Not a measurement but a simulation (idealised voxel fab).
process module | voxel released beams
cross-section cut | 255 nm wide | cells 5 nm
A cross-section is a grid of square cells, given in bands from the top down. A band is one or more rows of cells.
Each band's line starts with the height of the band's top and of its bottom, in nm. Then come its materials from left to right, each with its width in nm. One material with "throughout" fills the band from edge to edge. "air" is empty space.
Height 0 is the level under which the wafer as received is all one material. The lowest band goes on downwards, as in "0 down".
A width such as "30 to 40" changes by the same amount from each row of cells to the next, from the band's top row to its bottom row.
"no change" after a step means that no cell of the cross-section changed.
closed voids: empty space of 8 cells or more with no open way to the top, each as width x height at its distance from the left edge, in nm
after a step's settings: what the simulator itself notes on the step
overlay nm, on a step with a mask: how far to the right of its planned place the mask lay; to the left if negative
plan
1 op RECEIVE | material Si
2 op CONFORMAL_DEP | material SiN | thk nm 10
3 op DIRECTIONAL_DEP | material SiO2 | thk nm 15
4 op DIRECTIONAL_DEP | material aC | thk nm 15
5 op PATTERN | tone open | mask id ANCHOR | material resist | width nm 45 | thk nm 30 | overlay nm 0
6 op DIRECTIONAL_ETCH | etch materials aC | depth nm 15
7 op STRIP | etch materials resist
8 op DIRECTIONAL_ETCH | etch materials SiO2 | depth nm 15
9 op STRIP | etch materials aC
10 op CONFORMAL_DEP | material TiN | thk nm 15
11 op MASKED_ETCH | tone cover | mask id BEAM | width nm 95 | etch materials TiN | depth nm 15 | overlay nm 0
12 op STRIP | etch materials SiO2
first wafer, as planned
as received, after step 1
  0 down: Si throughout
  closed voids: none
after step 2
  10 to 0: SiN throughout
  below 0: unchanged
after step 3
  25 to 10: SiO2 throughout
  below 10: unchanged
after step 4
  40 to 25: aC throughout
  below 25: unchanged
after step 5
  70 to 40: resist 80 | air 45 | resist 130
  below 40: unchanged
after step 6
  55 to 40: resist 80 | air 45 | resist 130
  40 to 25: aC 80 | air 45 | aC 130
  below 25: unchanged
after step 7
  40 to 25: aC 80 | air 45 | aC 130
  below 25: unchanged
after step 8
  40 to 25: aC 80 | air 45 | aC 130
  25 to 10: SiO2 80 | air 45 | SiO2 130
  below 10: unchanged
after step 9
  25 to 10: SiO2 80 | air 45 | SiO2 130
  below 10: unchanged
after step 10
  40 to 25: TiN 95 | air 15 | TiN 145
  25 to 10: SiO2 80 | TiN 45 | SiO2 130
  below 10: unchanged
after step 11
  40 to 25: air 75 | TiN 20 | air 15 | TiN 60 | air 85
  below 25: unchanged
after step 12
  40 to 25: air 75 | TiN 20 | air 15 | TiN 60 | air 85
  25 to 10: air 80 | TiN 45 | air 130
  below 10: unchanged
second wafer: like start, like plan, one mistake. Through step 9 it matches the first wafer
when step 10 should have ended
  55 to 25: TiN throughout
  25 to 10: SiO2 80 | TiN 45 | SiO2 130
  below 10: unchanged
when step 11 should have ended
  55 to 40: air 75 | TiN 95 | air 85
  below 40: unchanged
when step 12 should have ended: no change
what went wrong: step 10 was run twice
at the end the second wafer has, in cells: 126 more of SiO2 | 162 more of TiN
